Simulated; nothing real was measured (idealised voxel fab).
This is a process module. Its name is voxel air gaps.
Section cut is 245 nm wide and gridded with 5 nm square cells.
When this document writes out a cross-section, it uses a grid of square cells and lists it as bands, beginning at the top and moving down, with a band standing for one or more rows of cells.
Band: top height; bottom height; in nm. Then, left to right: material with width in nm, for each material. "full width": a single material spanning edge to edge. "empty": empty space.
Height 0 is the level under which the wafer as received is all one material. The lowest band goes on downwards, as in "z 0 and below".
Width "30..40": first value at the band's top row of cells, second value at its bottom row, equal change from row to row.
A step reported as "everything unchanged" is a step in which no cell of the cross-section changed.
The label "Fully enclosed voids" introduces a list of the empty spaces, 8 cells or larger, that have no open way up to the top; each entry in it reads width x height at distance, where the distance is taken from the left edge and all three are stated in nm.
after a step's settings: what the simulator itself notes on the step
A step's line can hold "overlay nm"; with a mask on that step, the setting says how far right of the planned place the mask lay, while a negative setting says it lay to the left.

[These are the steps we planned for the process]
1) RECEIVE, material Si
2) CONFORMAL_DEP, material SiO2, thk nm 10
3) CONFORMAL_DEP, material SiCN, thk nm 5
4) DIRECTIONAL_DEP, material SiO2, thk nm 40
5) MASKED_ETCH, tone open, mask id LINES, width nm 25, pitch nm 50, etch materials SiO2, depth nm 40, overlay nm 0
6) CONFORMAL_DEP, material TiN, thk nm 5
7) FILL_DEP, material W, thk nm 5
8) CMP, height nm 55
9) EPI, material Ru, thk nm 10
10) SELECTIVE_ETCH, etch materials SiO2, depth nm 50
11) CONFORMAL_DEP, material SiCN, thk nm 5

[Cross-section: wafer on arrival = after step 1]
  z 0 and below  Si full width
  Fully enclosed voids: none

[First wafer of two, sectioned at end of module; run went per plan]
  z 70 to 65  empty=45  SiCN=155  empty=45
  z 65 to 55  empty=45  SiCN=5  Ru=45  SiCN=5  Ru=45  SiCN=5  Ru=45  SiCN=5  empty=45
  z 55 to 50  empty=45  SiCN=15  TiN=5  W=15  TiN=5  SiCN=25  TiN=5  W=15  TiN=5  SiCN=25  TiN=5  W=15  TiN=5  SiCN=15  empty=45
  z 50 to 20  empty=55  SiCN=5  TiN=5  W=15  TiN=5  SiCN=5  empty=15  SiCN=5  TiN=5  W=15  TiN=5  SiCN=5  empty=15  SiCN=5  TiN=5  W=15  TiN=5  SiCN=5  empty=55
  z 20 to 15  SiCN=60  TiN=25  SiCN=25  TiN=25  SiCN=25  TiN=25  SiCN=60
  z 15 to 10  SiCN full width
  z 10 to 0  SiO2 full width
  z 0 and below  Si full width
  Fully enclosed voids: 15 x 30 at 90; 15 x 30 at 140

[Second wafer through the module, sectioned at the end: same beginning and same plan as the first wafer, with one mistake in carrying it out]
  z 80 to 75  empty=35  SiCN=175  empty=35
  z 75 to 55  empty=35  SiCN=5  Ru=165  SiCN=5  empty=35
  z 55 to 50  empty=35  SiCN=25  TiN=5  W=15  TiN=5  SiO2=25  TiN=5  W=15  TiN=5  SiO2=25  TiN=5  W=15  TiN=5  SiCN=25  empty=35
  z 50 to 20  empty=55  SiCN=5  TiN=5  W=15  TiN=5  SiO2=25  TiN=5  W=15  TiN=5  SiO2=25  TiN=5  W=15  TiN=5  SiCN=5  empty=55
  z 20 to 15  SiCN=60  TiN=25  SiO2=25  TiN=25  SiO2=25  TiN=25  SiCN=60
  z 15 to 10  SiCN full width
  z 10 to 0  SiO2 full width
  z 0 and below  Si full width
  Fully enclosed voids: none
The mistake made against the process plan was this: it should be noted that step 9 of the plan was executed twice
Cell-count delta at end, second wafer over first, by material: +78 Ru | -36 SiCN | +80 SiO2
By the end, 2 closed voids are present in the first wafer and 0 in the second.
